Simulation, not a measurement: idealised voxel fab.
This section sets out a process module, namely voxel wiring stack.
Square cells of 5 nm make up the cross-section cut, whose width is 245 nm.
A cross-section is written here as square cells arranged in a grid, and it is given in bands from the top down, each band taking up one or more rows of cells. For a band, the entry starts with two heights in nm, that of the top and then that of the bottom, and carries on with the band's materials in order from left to right, each alongside its width in nm; the word "all across" beside a single material means it fills the band edge to edge, and "empty" means empty space. Heads up on the height convention: 0 is the point under which the incoming wafer is all one material, and the lowest band has no bottom, it just keeps going down, like "0 -> down". Width "30 to 40": first value at the band's top row of cells, second value at its bottom row, equal change from row to row. Given "left unchanged" for a step, no cell of the cross-section differs between before and after that step. "Unvented voids": sealed empty spaces, 8 cells or more, no open way to top, listed width x height at distance, with distance from the left edge and width, height and distance in nm. Anything after a step's settings on that line? It's the simulator's own note about the step. A step line may carry the setting "overlay nm", which, for steps involving a mask, states the distance by which the mask lay to the right of its intended position; negative values denote displacement to the left. Each pair below shows a cross-section before one step and the cross-section after it, down to the lowest band that changed. The line under each pair gives the step between them, with its settings. The pairs can come from different runs of this module on the same starting wafer, so a pair continues from the pair above only where its "Before step" says so.

-- Before step
	70 -> 50  lowk: 25, empty: 25, lowk: 30, empty: 25, lowk: 30, empty: 25, lowk: 30, empty: 25, lowk: 30
	50 -> 35  lowk all across
	35 -> 30  SiCN all across
	30 -> 15  lowk: 25, TiN: 5, W: 15, TiN: 5, lowk: 30, TiN: 5, W: 15, TiN: 5, lowk: 30, TiN: 5, W: 15, TiN: 5, lowk: 30, TiN: 5, W: 15, TiN: 5, lowk: 30
	15 -> 10  SiCN: 25, TiN: 25, SiCN: 30, TiN: 25, SiCN: 30, TiN: 25, SiCN: 30, TiN: 25, SiCN: 30
	10 -> 0  SiO2 all across
	0 -> down  Si all across
	Unvented voids: none

-- after
	90 -> 70  resist: 25, empty: 15, resist: 95, empty: 15, resist: 95
	70 -> 50  lowk: 25, empty: 15, resist: 10, lowk: 30, resist: 25, lowk: 30, empty: 15, resist: 10, lowk: 30, resist: 25, lowk: 30
	At heights below 50, the structure remains unaltered.
	Unvented voids: none
Quick note on the step between the two cross-sections above: PATTERN: tone open, mask id METAL_2_HOLES, material resist, width nm 15, pitch nm 110, thk nm 20, overlay nm 0

Before step: nothing new to draw here, it's the after view of the pair just above.

-- after
	90 -> 70  resist: 25, empty: 15, resist: 95, empty: 15, resist: 95
	70 -> 50  lowk: 25, empty: 15, resist: 10, lowk: 30, resist: 25, lowk: 30, empty: 15, resist: 10, lowk: 30, resist: 25, lowk: 30
	50 -> 35  lowk: 25, empty: 15, lowk: 95, empty: 15, lowk: 95
	At heights below 35, the structure remains unaltered.
	Unvented voids: none
Quick note on the step between the two cross-sections above: DIRECTIONAL_ETCH: etch materials lowk, depth nm 15

Before step: nothing new to draw here, it's the after view of the pair just above.

-- after
	90 -> 70  resist: 25, empty: 15, resist: 95, empty: 15, resist: 95
	70 -> 50  lowk: 25, empty: 15, resist: 10, lowk: 30, resist: 25, lowk: 30, empty: 15, resist: 10, lowk: 30, resist: 25, lowk: 30
	50 -> 35  lowk: 25, empty: 15, lowk: 95, empty: 15, lowk: 95
	35 -> 30  SiCN: 25, empty: 15, SiCN: 95, empty: 15, SiCN: 95
	At heights below 30, the structure remains unaltered.
	Unvented voids: none
Quick note on the step between the two cross-sections above: DIRECTIONAL_ETCH: etch materials SiCN, depth nm 5

Before step: nothing new to draw here, it's the after view of the pair just above.

-- after
	70 -> 50  lowk: 25, empty: 25, lowk: 30, empty: 25, lowk: 30, empty: 25, lowk: 30, empty: 25, lowk: 30
	At heights below 50, the structure remains unaltered.
	Unvented voids: none
Quick note on the step between the two cross-sections above: STRIP: etch materials resist

Before step: nothing new to draw here, it's the after view of the pair just above.

-- after
	75 -> 70  TiN: 30, empty: 15, TiN: 40, empty: 15, TiN: 40, empty: 15, TiN: 40, empty: 15, TiN: 35
	70 -> 55  lowk: 25, TiN: 5, empty: 15, TiN: 5, lowk: 30, TiN: 5, empty: 15, TiN: 5, lowk: 30, TiN: 5, empty: 15, TiN: 5, lowk: 30, TiN: 5, empty: 15, TiN: 5, lowk: 30
	55 -> 50  lowk: 25, TiN: 5, empty: 5, TiN: 15, lowk: 30, TiN: 25, lowk: 30, TiN: 5, empty: 5, TiN: 15, lowk: 30, TiN: 25, lowk: 30
	50 -> 35  lowk: 25, TiN: 5, empty: 5, TiN: 5, lowk: 95, TiN: 5, empty: 5, TiN: 5, lowk: 95
	35 -> 30  SiCN: 25, TiN: 15, SiCN: 95, TiN: 15, SiCN: 95
	At heights below 30, the structure remains unaltered.
	Unvented voids: none
Quick note on the step between the two cross-sections above: CONFORMAL_DEP: material TiN, thk nm 5

Before step: nothing new to draw here, it's the after view of the pair just above.

-- after
	80 -> 75  Cu all across
	75 -> 70  TiN: 30, Cu: 15, TiN: 40, Cu: 15, TiN: 40, Cu: 15, TiN: 40, Cu: 15, TiN: 35
	70 -> 55  lowk: 25, TiN: 5, Cu: 15, TiN: 5, lowk: 30, TiN: 5, Cu: 15, TiN: 5, lowk: 30, TiN: 5, Cu: 15, TiN: 5, lowk: 30, TiN: 5, Cu: 15, TiN: 5, lowk: 30
	55 -> 50  lowk: 25, TiN: 5, Cu: 5, TiN: 15, lowk: 30, TiN: 25, lowk: 30, TiN: 5, Cu: 5, TiN: 15, lowk: 30, TiN: 25, lowk: 30
	50 -> 35  lowk: 25, TiN: 5, Cu: 5, TiN: 5, lowk: 95, TiN: 5, Cu: 5, TiN: 5, lowk: 95
	At heights below 35, the structure remains unaltered.
	Unvented voids: none
Quick note on the step between the two cross-sections above: FILL_DEP: material Cu, thk nm 5

Before step: nothing new to draw here, it's the after view of the pair just above.

-- after
	75 -> 70  TiN: 30, Cu: 15, TiN: 40, Cu: 15, TiN: 40, Cu: 15, TiN: 40, Cu: 15, TiN: 35
	At heights below 70, the structure remains unaltered.
	Unvented voids: none
Quick note on the step between the two cross-sections above: CMP: height nm 75

Before step: nothing new to draw here, it's the after view of the pair just above.

-- after
	80 -> 75  SiN all across
	At heights below 75, the structure remains unaltered.
	Unvented voids: none
Quick note on the step between the two cross-sections above: CONFORMAL_DEP: material SiN, thk nm 5

-- Before step
	35 -> 15  lowk all across
	15 -> 10  SiCN all across
	10 -> 0  SiO2 all across
	0 -> down  Si all across
	Unvented voids: none

-- after
	55 -> 35  resist: 30, empty: 20, resist: 35, empty: 20, resist: 35, empty: 20, resist: 35, empty: 20, resist: 30
	At heights below 35, the structure remains unaltered.
	Unvented voids: none
Quick note on the step between the two cross-sections above: PATTERN: tone open, mask id METAL_1, material resist, width nm 20, pitch nm 55, thk nm 20, overlay nm 0

Before step: nothing new to draw here, it's the after view of the pair just above.

-- after
	55 -> 35  resist: 30, empty: 20, resist: 35, empty: 20, resist: 35, empty: 20, resist: 35, empty: 20, resist: 30
	35 -> 15  lowk: 30, empty: 20, lowk: 35, empty: 20, lowk: 35, empty: 20, lowk: 35, empty: 20, lowk: 30
	At heights below 15, the structure remains unaltered.
	Unvented voids: none
Quick note on the step between the two cross-sections above: DIRECTIONAL_ETCH: etch materials lowk, depth nm 20

Before step: nothing new to draw here, it's the after view of the pair just above.

-- after
	55 -> 35  resist: 30, empty: 20, resist: 35, empty: 20, resist: 35, empty: 20, resist: 35, empty: 20, resist: 30
	35 -> 15  lowk: 30, empty: 20, lowk: 35, empty: 20, lowk: 35, empty: 20, lowk: 35, empty: 20, lowk: 30
	15 -> 10  SiCN: 30, empty: 20, SiCN: 35, empty: 20, SiCN: 35, empty: 20, SiCN: 35, empty: 20, SiCN: 30
	At heights below 10, the structure remains unaltered.
	Unvented voids: none
Quick note on the step between the two cross-sections above: DIRECTIONAL_ETCH: etch materials SiCN, depth nm 5

Before step: nothing new to draw here, it's the after view of the pair just above.

-- after
	35 -> 15  lowk: 30, empty: 20, lowk: 35, empty: 20, lowk: 35, empty: 20, lowk: 35, empty: 20, lowk: 30
	At heights below 15, the structure remains unaltered.
	Unvented voids: none
Quick note on the step between the two cross-sections above: STRIP: etch materials resist

Before step: nothing new to draw here, it's the after view of the pair just above.

-- after
	40 -> 35  TiN: 35, empty: 10, TiN: 45, empty: 10, TiN: 45, empty: 10, TiN: 45, empty: 10, TiN: 35
	35 -> 15  lowk: 30, TiN: 5, empty: 10, TiN: 5, lowk: 35, TiN: 5, empty: 10, TiN: 5, lowk: 35, TiN: 5, empty: 10, TiN: 5, lowk: 35, TiN: 5, empty: 10, TiN: 5, lowk: 30
	15 -> 10  SiCN: 30, TiN: 20, SiCN: 35, TiN: 20, SiCN: 35, TiN: 20, SiCN: 35, TiN: 20, SiCN: 30
	At heights below 10, the structure remains unaltered.
	Unvented voids: none
Quick note on the step between the two cross-sections above: CONFORMAL_DEP: material TiN, thk nm 5

Before step: nothing new to draw here, it's the after view of the pair just above.

-- after
	50 -> 40  W all across
	40 -> 35  TiN: 35, W: 10, TiN: 45, W: 10, TiN: 45, W: 10, TiN: 45, W: 10, TiN: 35
	35 -> 15  lowk: 30, TiN: 5, W: 10, TiN: 5, lowk: 35, TiN: 5, W: 10, TiN: 5, lowk: 35, TiN: 5, W: 10, TiN: 5, lowk: 35, TiN: 5, W: 10, TiN: 5, lowk: 30
	At heights below 15, the structure remains unaltered.
	Unvented voids: none
Quick note on the step between the two cross-sections above: FILL_DEP: material W, thk nm 10

Before step: nothing new to draw here, it's the after view of the pair just above.

-- after
	35 -> 15  lowk: 30, TiN: 5, W: 10, TiN: 5, lowk: 35, TiN: 5, W: 10, TiN: 5, lowk: 35, TiN: 5, W: 10, TiN: 5, lowk: 35, TiN: 5, W: 10, TiN: 5, lowk: 30
	At heights below 15, the structure remains unaltered.
	Unvented voids: none
Quick note on the step between the two cross-sections above: CMP: height nm 35

Before step: nothing new to draw here, it's the after view of the pair just above.

-- after
	40 -> 35  SiCN all across
	At heights below 35, the structure remains unaltered.
	Unvented voids: none
Quick note on the step between the two cross-sections above: CONFORMAL_DEP: material SiCN, thk nm 5

Before step: nothing new to draw here, it's the after view of the pair just above.

-- after
	75 -> 40  lowk all across
	At heights below 40, the structure remains unaltered.
	Unvented voids: none
Quick note on the step between the two cross-sections above: DIRECTIONAL_DEP: material lowk, thk nm 35

Before step: nothing new to draw here, it's the after view of the pair just above.

-- after
	90 -> 75  resist: 25, empty: 25, resist: 30, empty: 25, resist: 30, empty: 25, resist: 30, empty: 25, resist: 30
	At heights below 75, the structure remains unaltered.
	Unvented voids: none
Quick note on the step between the two cross-sections above: PATTERN: tone open, mask id METAL_2, material resist, width nm 25, pitch nm 55, thk nm 15, overlay nm 0

Before step: nothing new to draw here, it's the after view of the pair just above.

-- after
	90 -> 75  resist: 25, empty: 25, resist: 30, empty: 25, resist: 30, empty: 25, resist: 30, empty: 25, resist: 30
	75 -> 55  lowk: 25, empty: 25, lowk: 30, empty: 25, lowk: 30, empty: 25, lowk: 30, empty: 25, lowk: 30
	At heights below 55, the structure remains unaltered.
	Unvented voids: none
Quick note on the step between the two cross-sections above: DIRECTIONAL_ETCH: etch materials lowk, depth nm 20

Before step: nothing new to draw here, it's the after view of the pair just above.

-- after
	75 -> 55  lowk: 25, empty: 25, lowk: 30, empty: 25, lowk: 30, empty: 25, lowk: 30, empty: 25, lowk: 30
	At heights below 55, the structure remains unaltered.
	Unvented voids: none
Quick note on the step between the two cross-sections above: STRIP: etch materials resist

Before step: nothing new to draw here, it's the after view of the pair just above.

-- after
	95 -> 75  resist: 25, empty: 15, resist: 95, empty: 15, resist: 95
	75 -> 55  lowk: 25, empty: 15, resist: 10, lowk: 30, resist: 25, lowk: 30, empty: 15, resist: 10, lowk: 30, resist: 25, lowk: 30
	At heights below 55, the structure remains unaltered.
	Unvented voids: none
Quick note on the step between the two cross-sections above: PATTERN: tone open, mask id METAL_2_HOLES, material resist, width nm 15, pitch nm 110, thk nm 20, overlay nm 0

Before step: nothing new to draw here, it's the after view of the pair just above.

-- after
	95 -> 75  resist: 25, empty: 15, resist: 95, empty: 15, resist: 95
	75 -> 55  lowk: 25, empty: 15, resist: 10, lowk: 30, resist: 25, lowk: 30, empty: 15, resist: 10, lowk: 30, resist: 25, lowk: 30
	55 -> 40  lowk: 25, empty: 15, lowk: 95, empty: 15, lowk: 95
	At heights below 40, the structure remains unaltered.
	Unvented voids: none
Quick note on the step between the two cross-sections above: DIRECTIONAL_ETCH: etch materials lowk, depth nm 15

Before step: nothing new to draw here, it's the after view of the pair just above.

-- after
	95 -> 75  resist: 25, empty: 15, resist: 95, empty: 15, resist: 95
	75 -> 55  lowk: 25, empty: 15, resist: 10, lowk: 30, resist: 25, lowk: 30, empty: 15, resist: 10, lowk: 30, resist: 25, lowk: 30
	55 -> 40  lowk: 25, empty: 15, lowk: 95, empty: 15, lowk: 95
	40 -> 35  SiCN: 25, empty: 15, SiCN: 95, empty: 15, SiCN: 95
	At heights below 35, the structure remains unaltered.
	Unvented voids: none
Quick note on the step between the two cross-sections above: DIRECTIONAL_ETCH: etch materials SiCN, depth nm 5

Before step: nothing new to draw here, it's the after view of the pair just above.

-- after
	75 -> 55  lowk: 25, empty: 25, lowk: 30, empty: 25, lowk: 30, empty: 25, lowk: 30, empty: 25, lowk: 30
	At heights below 55, the structure remains unaltered.
	Unvented voids: none
Quick note on the step between the two cross-sections above: STRIP: etch materials resist

Before step: nothing new to draw here, it's the after view of the pair just above.

-- after
	80 -> 75  TiN: 30, empty: 15, TiN: 40, empty: 15, TiN: 40, empty: 15, TiN: 40, empty: 15, TiN: 35
	75 -> 60  lowk: 25, TiN: 5, empty: 15, TiN: 5, lowk: 30, TiN: 5, empty: 15, TiN: 5, lowk: 30, TiN: 5, empty: 15, TiN: 5, lowk: 30, TiN: 5, empty: 15, TiN: 5, lowk: 30
	60 -> 55  lowk: 25, TiN: 5, empty: 5, TiN: 15, lowk: 30, TiN: 25, lowk: 30, TiN: 5, empty: 5, TiN: 15, lowk: 30, TiN: 25, lowk: 30
	55 -> 40  lowk: 25, TiN: 5, empty: 5, TiN: 5, lowk: 95, TiN: 5, empty: 5, TiN: 5, lowk: 95
	40 -> 35  SiCN: 25, TiN: 15, SiCN: 95, TiN: 15, SiCN: 95
	At heights below 35, the structure remains unaltered.
	Unvented voids: none
Quick note on the step between the two cross-sections above: CONFORMAL_DEP: material TiN, thk nm 5

Before step: nothing new to draw here, it's the after view of the pair just above.

-- after
	85 -> 80  Cu all across
	80 -> 75  TiN: 30, Cu: 15, TiN: 40, Cu: 15, TiN: 40, Cu: 15, TiN: 40, Cu: 15, TiN: 35
	75 -> 60  lowk: 25, TiN: 5, Cu: 15, TiN: 5, lowk: 30, TiN: 5, Cu: 15, TiN: 5, lowk: 30, TiN: 5, Cu: 15, TiN: 5, lowk: 30, TiN: 5, Cu: 15, TiN: 5, lowk: 30
	60 -> 55  lowk: 25, TiN: 5, Cu: 5, TiN: 15, lowk: 30, TiN: 25, lowk: 30, TiN: 5, Cu: 5, TiN: 15, lowk: 30, TiN: 25, lowk: 30
	55 -> 40  lowk: 25, TiN: 5, Cu: 5, TiN: 5, lowk: 95, TiN: 5, Cu: 5, TiN: 5, lowk: 95
	At heights below 40, the structure remains unaltered.
	Unvented voids: none
Quick note on the step between the two cross-sections above: FILL_DEP: material Cu, thk nm 5

Before step: nothing new to draw here, it's the after view of the pair just above.

-- after
	75 -> 60  lowk: 25, TiN: 5, Cu: 15, TiN: 5, lowk: 30, TiN: 5, Cu: 15, TiN: 5, lowk: 30, TiN: 5, Cu: 15, TiN: 5, lowk: 30, TiN: 5, Cu: 15, TiN: 5, lowk: 30
	At heights below 60, the structure remains unaltered.
	Unvented voids: none
Quick note on the step between the two cross-sections above: CMP: height nm 75

Before step: nothing new to draw here, it's the after view of the pair just above.

-- after
	80 -> 75  SiN all across
	At heights below 75, the structure remains unaltered.
	Unvented voids: none
Quick note on the step between the two cross-sections above: CONFORMAL_DEP: material SiN, thk nm 5

-- Before step
	75 -> 55  lowk: 25, empty: 25, lowk: 30, empty: 25, lowk: 30, empty: 25, lowk: 30, empty: 25, lowk: 30
	55 -> 40  lowk all across
	40 -> 35  SiCN all across
	35 -> 15  lowk: 25, TiN: 5, W: 15, TiN: 5, lowk: 30, TiN: 5, W: 15, TiN: 5, lowk: 30, TiN: 5, W: 15, TiN: 5, lowk: 30, TiN: 5, W: 15, TiN: 5, lowk: 30
	15 -> 10  SiCN: 25, TiN: 25, SiCN: 30, TiN: 25, SiCN: 30, TiN: 25, SiCN: 30, TiN: 25, SiCN: 30
	10 -> 0  SiO2 all across
	0 -> down  Si all across
	Unvented voids: none

-- after
	95 -> 75  resist: 30, empty: 15, resist: 95, empty: 15, resist: 90
	75 -> 55  lowk: 25, resist: 5, empty: 15, resist: 5, lowk: 30, resist: 25, lowk: 30, resist: 5, empty: 15, resist: 5, lowk: 30, resist: 25, lowk: 30
	At heights below 55, the structure remains unaltered.
	Unvented voids: none
Quick note on the step between the two cross-sections above: PATTERN: tone open, mask id METAL_2_HOLES, material resist, width nm 15, pitch nm 110, thk nm 20, overlay nm 5

Before step: nothing new to draw here, it's the after view of the pair just above.

-- after
	95 -> 75  resist: 30, empty: 15, resist: 95, empty: 15, resist: 90
	75 -> 55  lowk: 25, resist: 5, empty: 15, resist: 5, lowk: 30, resist: 25, lowk: 30, resist: 5, empty: 15, resist: 5, lowk: 30, resist: 25, lowk: 30
	55 -> 40  lowk: 30, empty: 15, lowk: 95, empty: 15, lowk: 90
	At heights below 40, the structure remains unaltered.
	Unvented voids: none
Quick note on the step between the two cross-sections above: DIRECTIONAL_ETCH: etch materials lowk, depth nm 15

Before step: nothing new to draw here, it's the after view of the pair just above.

-- after
	95 -> 75  resist: 30, empty: 15, resist: 95, empty: 15, resist: 90
	75 -> 55  lowk: 25, resist: 5, empty: 15, resist: 5, lowk: 30, resist: 25, lowk: 30, resist: 5, empty: 15, resist: 5, lowk: 30, resist: 25, lowk: 30
	55 -> 40  lowk: 30, empty: 15, lowk: 95, empty: 15, lowk: 90
	40 -> 35  SiCN: 30, empty: 15, SiCN: 95, empty: 15, SiCN: 90
	At heights below 35, the structure remains unaltered.
	Unvented voids: none
Quick note on the step between the two cross-sections above: DIRECTIONAL_ETCH: etch materials SiCN, depth nm 5

Before step: nothing new to draw here, it's the after view of the pair just above.

-- after
	75 -> 55  lowk: 25, empty: 25, lowk: 30, empty: 25, lowk: 30, empty: 25, lowk: 30, empty: 25, lowk: 30
	At heights below 55, the structure remains unaltered.
	Unvented voids: none
Quick note on the step between the two cross-sections above: STRIP: etch materials resist

Before step: nothing new to draw here, it's the after view of the pair just above.

-- after
	80 -> 75  TiN: 30, empty: 15, TiN: 40, empty: 15, TiN: 40, empty: 15, TiN: 40, empty: 15, TiN: 35
	75 -> 60  lowk: 25, TiN: 5, empty: 15, TiN: 5, lowk: 30, TiN: 5, empty: 15, TiN: 5, lowk: 30, TiN: 5, empty: 15, TiN: 5, lowk: 30, TiN: 5, empty: 15, TiN: 5, lowk: 30
	60 -> 55  lowk: 25, TiN: 10, empty: 5, TiN: 10, lowk: 30, TiN: 25, lowk: 30, TiN: 10, empty: 5, TiN: 10, lowk: 30, TiN: 25, lowk: 30
	55 -> 40  lowk: 30, TiN: 5, empty: 5, TiN: 5, lowk: 95, TiN: 5, empty: 5, TiN: 5, lowk: 90
	40 -> 35  SiCN: 30, TiN: 15, SiCN: 95, TiN: 15, SiCN: 90
	At heights below 35, the structure remains unaltered.
	Unvented voids: none
Quick note on the step between the two cross-sections above: CONFORMAL_DEP: material TiN, thk nm 5

Before step: nothing new to draw here, it's the after view of the pair just above.

-- after
	85 -> 80  Cu all across
	80 -> 75  TiN: 30, Cu: 15, TiN: 40, Cu: 15, TiN: 40, Cu: 15, TiN: 40, Cu: 15, TiN: 35
	75 -> 60  lowk: 25, TiN: 5, Cu: 15, TiN: 5, lowk: 30, TiN: 5, Cu: 15, TiN: 5, lowk: 30, TiN: 5, Cu: 15, TiN: 5, lowk: 30, TiN: 5, Cu: 15, TiN: 5, lowk: 30
	60 -> 55  lowk: 25, TiN: 10, Cu: 5, TiN: 10, lowk: 30, TiN: 25, lowk: 30, TiN: 10, Cu: 5, TiN: 10, lowk: 30, TiN: 25, lowk: 30
	55 -> 40  lowk: 30, TiN: 5, Cu: 5, TiN: 5, lowk: 95, TiN: 5, Cu: 5, TiN: 5, lowk: 90
	At heights below 40, the structure remains unaltered.
	Unvented voids: none
Quick note on the step between the two cross-sections above: FILL_DEP: material Cu, thk nm 5

Before step: nothing new to draw here, it's the after view of the pair just above.

-- after
	75 -> 60  lowk: 25, TiN: 5, Cu: 15, TiN: 5, lowk: 30, TiN: 5, Cu: 15, TiN: 5, lowk: 30, TiN: 5, Cu: 15, TiN: 5, lowk: 30, TiN: 5, Cu: 15, TiN: 5, lowk: 30
	At heights below 60, the structure remains unaltered.
	Unvented voids: none
Quick note on the step between the two cross-sections above: CMP: height nm 75

Before step: nothing new to draw here, it's the after view of the pair just above.

-- after
	80 -> 75  SiN all across
	At heights below 75, the structure remains unaltered.
	Unvented voids: none
Quick note on the step between the two cross-sections above: CONFORMAL_DEP: material SiN, thk nm 5

-- Before step
	35 -> 15  lowk: 25, TiN: 5, W: 15, TiN: 5, lowk: 30, TiN: 5, W: 15, TiN: 5, lowk: 30, TiN: 5, W: 15, TiN: 5, lowk: 30, TiN: 5, W: 15, TiN: 5, lowk: 30
	15 -> 10  SiCN: 25, TiN: 25, SiCN: 30, TiN: 25, SiCN: 30, TiN: 25, SiCN: 30, TiN: 25, SiCN: 30
	10 -> 0  SiO2 all across
	0 -> down  Si all across
	Unvented voids: none

-- after
	40 -> 35  lowk all across
	At heights below 35, the structure remains unaltered.
	Unvented voids: none
Quick note on the step between the two cross-sections above: CONFORMAL_DEP: material lowk, thk nm 5

Before step: nothing new to draw here, it's the after view of the pair just above.

-- after
	75 -> 35  lowk all across
	At heights below 35, the structure remains unaltered.
	Unvented voids: none
Quick note on the step between the two cross-sections above: DIRECTIONAL_DEP: material lowk, thk nm 35

Before step: nothing new to draw here, it's the after view of the pair just above.

-- after
	90 -> 75  resist: 25, empty: 25, resist: 30, empty: 25, resist: 30, empty: 25, resist: 30, empty: 25, resist: 30
	At heights below 75, the structure remains unaltered.
	Unvented voids: none
Quick note on the step between the two cross-sections above: PATTERN: tone open, mask id METAL_2, material resist, width nm 25, pitch nm 55, thk nm 15, overlay nm 0

Before step: nothing new to draw here, it's the after view of the pair just above.

-- after
	90 -> 75  resist: 25, empty: 25, resist: 30, empty: 25, resist: 30, empty: 25, resist: 30, empty: 25, resist: 30
	75 -> 55  lowk: 25, empty: 25, lowk: 30, empty: 25, lowk: 30, empty: 25, lowk: 30, empty: 25, lowk: 30
	At heights below 55, the structure remains unaltered.
	Unvented voids: none
Quick note on the step between the two cross-sections above: DIRECTIONAL_ETCH: etch materials lowk, depth nm 20

Before step: nothing new to draw here, it's the after view of the pair just above.

-- after
	75 -> 55  lowk: 25, empty: 25, lowk: 30, empty: 25, lowk: 30, empty: 25, lowk: 30, empty: 25, lowk: 30
	At heights below 55, the structure remains unaltered.
	Unvented voids: none
Quick note on the step between the two cross-sections above: STRIP: etch materials resist

Before step: nothing new to draw here, it's the after view of the pair just above.

-- after
	95 -> 75  resist: 25, empty: 15, resist: 95, empty: 15, resist: 95
	75 -> 55  lowk: 25, empty: 15, resist: 10, lowk: 30, resist: 25, lowk: 30, empty: 15, resist: 10, lowk: 30, resist: 25, lowk: 30
	At heights below 55, the structure remains unaltered.
	Unvented voids: none
Quick note on the step between the two cross-sections above: PATTERN: tone open, mask id METAL_2_HOLES, material resist, width nm 15, pitch nm 110, thk nm 20, overlay nm 0

Before step: nothing new to draw here, it's the after view of the pair just above.

-- after
	95 -> 75  resist: 25, empty: 15, resist: 95, empty: 15, resist: 95
	75 -> 55  lowk: 25, empty: 15, resist: 10, lowk: 30, resist: 25, lowk: 30, empty: 15, resist: 10, lowk: 30, resist: 25, lowk: 30
	55 -> 40  lowk: 25, empty: 15, lowk: 95, empty: 15, lowk: 95
	At heights below 40, the structure remains unaltered.
	Unvented voids: none
Quick note on the step between the two cross-sections above: DIRECTIONAL_ETCH: etch materials lowk, depth nm 15

Before step: nothing new to draw here, it's the after view of the pair just above.

-- after
	75 -> 55  lowk: 25, empty: 25, lowk: 30, empty: 25, lowk: 30, empty: 25, lowk: 30, empty: 25, lowk: 30
	At heights below 55, the structure remains unaltered.
	Unvented voids: none
Quick note on the step between the two cross-sections above: STRIP: etch materials resist

Before step: nothing new to draw here, it's the after view of the pair just above.

-- after
	80 -> 75  TiN: 30, empty: 15, TiN: 40, empty: 15, TiN: 40, empty: 15, TiN: 40, empty: 15, TiN: 35
	75 -> 60  lowk: 25, TiN: 5, empty: 15, TiN: 5, lowk: 30, TiN: 5, empty: 15, TiN: 5, lowk: 30, TiN: 5, empty: 15, TiN: 5, lowk: 30, TiN: 5, empty: 15, TiN: 5, lowk: 30
	60 -> 55  lowk: 25, TiN: 5, empty: 5, TiN: 15, lowk: 30, TiN: 25, lowk: 30, TiN: 5, empty: 5, TiN: 15, lowk: 30, TiN: 25, lowk: 30
	55 -> 45  lowk: 25, TiN: 5, empty: 5, TiN: 5, lowk: 95, TiN: 5, empty: 5, TiN: 5, lowk: 95
	45 -> 40  lowk: 25, TiN: 15, lowk: 95, TiN: 15, lowk: 95
	At heights below 40, the structure remains unaltered.
	Unvented voids: none
Quick note on the step between the two cross-sections above: CONFORMAL_DEP: material TiN, thk nm 5

Before step: nothing new to draw here, it's the after view of the pair just above.

-- after
	85 -> 80  Cu all across
	80 -> 75  TiN: 30, Cu: 15, TiN: 40, Cu: 15, TiN: 40, Cu: 15, TiN: 40, Cu: 15, TiN: 35
	75 -> 60  lowk: 25, TiN: 5, Cu: 15, TiN: 5, lowk: 30, TiN: 5, Cu: 15, TiN: 5, lowk: 30, TiN: 5, Cu: 15, TiN: 5, lowk: 30, TiN: 5, Cu: 15, TiN: 5, lowk: 30
	60 -> 55  lowk: 25, TiN: 5, Cu: 5, TiN: 15, lowk: 30, TiN: 25, lowk: 30, TiN: 5, Cu: 5, TiN: 15, lowk: 30, TiN: 25, lowk: 30
	55 -> 45  lowk: 25, TiN: 5, Cu: 5, TiN: 5, lowk: 95, TiN: 5, Cu: 5, TiN: 5, lowk: 95
	At heights below 45, the structure remains unaltered.
	Unvented voids: none
Quick note on the step between the two cross-sections above: FILL_DEP: material Cu, thk nm 5

Before step: nothing new to draw here, it's the after view of the pair just above.

-- after
	75 -> 60  lowk: 25, TiN: 5, Cu: 15, TiN: 5, lowk: 30, TiN: 5, Cu: 15, TiN: 5, lowk: 30, TiN: 5, Cu: 15, TiN: 5, lowk: 30, TiN: 5, Cu: 15, TiN: 5, lowk: 30
	At heights below 60, the structure remains unaltered.
	Unvented voids: none
Quick note on the step between the two cross-sections above: CMP: height nm 75

Before step: nothing new to draw here, it's the after view of the pair just above.

-- after
	80 -> 75  SiN all across
	At heights below 75, the structure remains unaltered.
	Unvented voids: none
Quick note on the step between the two cross-sections above: CONFORMAL_DEP: material SiN, thk nm 5

-- Before step
	75 -> 40  lowk all across
	40 -> 35  SiCN all across
	35 -> 15  lowk: 25, TiN: 5, W: 15, TiN: 5, lowk: 30, TiN: 5, W: 15, TiN: 5, lowk: 30, TiN: 5, W: 15, TiN: 5, lowk: 30, TiN: 5, W: 15, TiN: 5, lowk: 30
	15 -> 10  SiCN: 25, TiN: 25, SiCN: 30, TiN: 25, SiCN: 30, TiN: 25, SiCN: 30, TiN: 25, SiCN: 30
	10 -> 0  SiO2 all across
	0 -> down  Si all across
	Unvented voids: none

-- after
	90 -> 75  empty: 25, resist: 25, empty: 30, resist: 25, empty: 30, resist: 25, empty: 30, resist: 25, empty: 30
	At heights below 75, the structure remains unaltered.
	Unvented voids: none
Quick note on the step between the two cross-sections above: PATTERN: tone cover, mask id METAL_2, material resist, width nm 25, pitch nm 55, thk nm 15, overlay nm 0

Before step: nothing new to draw here, it's the after view of the pair just above.

-- after
	90 -> 75  empty: 25, resist: 25, empty: 30, resist: 25, empty: 30, resist: 25, empty: 30, resist: 25, empty: 30
	75 -> 55  empty: 25, lowk: 25, empty: 30, lowk: 25, empty: 30, lowk: 25, empty: 30, lowk: 25, empty: 30
	At heights below 55, the structure remains unaltered.
	Unvented voids: none
Quick note on the step between the two cross-sections above: DIRECTIONAL_ETCH: etch materials lowk, depth nm 20

Before step: nothing new to draw here, it's the after view of the pair just above.

-- after
	75 -> 55  empty: 25, lowk: 25, empty: 30, lowk: 25, empty: 30, lowk: 25, empty: 30, lowk: 25, empty: 30
	At heights below 55, the structure remains unaltered.
	Unvented voids: none
Quick note on the step between the two cross-sections above: STRIP: etch materials resist

Before step: nothing new to draw here, it's the after view of the pair just above.

-- after
	95 -> 75  resist: 25, empty: 15, resist: 95, empty: 15, resist: 95
	75 -> 55  resist: 25, lowk: 25, resist: 30, lowk: 25, resist: 30, lowk: 25, resist: 30, lowk: 25, resist: 30
	At heights below 55, the structure remains unaltered.
	Unvented voids: none
Quick note on the step between the two cross-sections above: PATTERN: tone open, mask id METAL_2_HOLES, material resist, width nm 15, pitch nm 110, thk nm 20, overlay nm 0

Before step: nothing new to draw here, it's the after view of the pair just above.

-- after
	95 -> 75  resist: 25, empty: 15, resist: 95, empty: 15, resist: 95
	75 -> 60  resist: 25, empty: 15, lowk: 10, resist: 30, lowk: 25, resist: 30, empty: 15, lowk: 10, resist: 30, lowk: 25, resist: 30
	At heights below 60, the structure remains unaltered.
	Unvented voids: none
Quick note on the step between the two cross-sections above: DIRECTIONAL_ETCH: etch materials lowk, depth nm 15

Before step: nothing new to draw here, it's the after view of the pair just above.

-- after
	75 -> 60  empty: 40, lowk: 10, empty: 30, lowk: 25, empty: 45, lowk: 10, empty: 30, lowk: 25, empty: 30
	60 -> 55  empty: 25, lowk: 25, empty: 30, lowk: 25, empty: 30, lowk: 25, empty: 30, lowk: 25, empty: 30
	At heights below 55, the structure remains unaltered.
	Unvented voids: none
Quick note on the step between the two cross-sections above: STRIP: etch materials resist
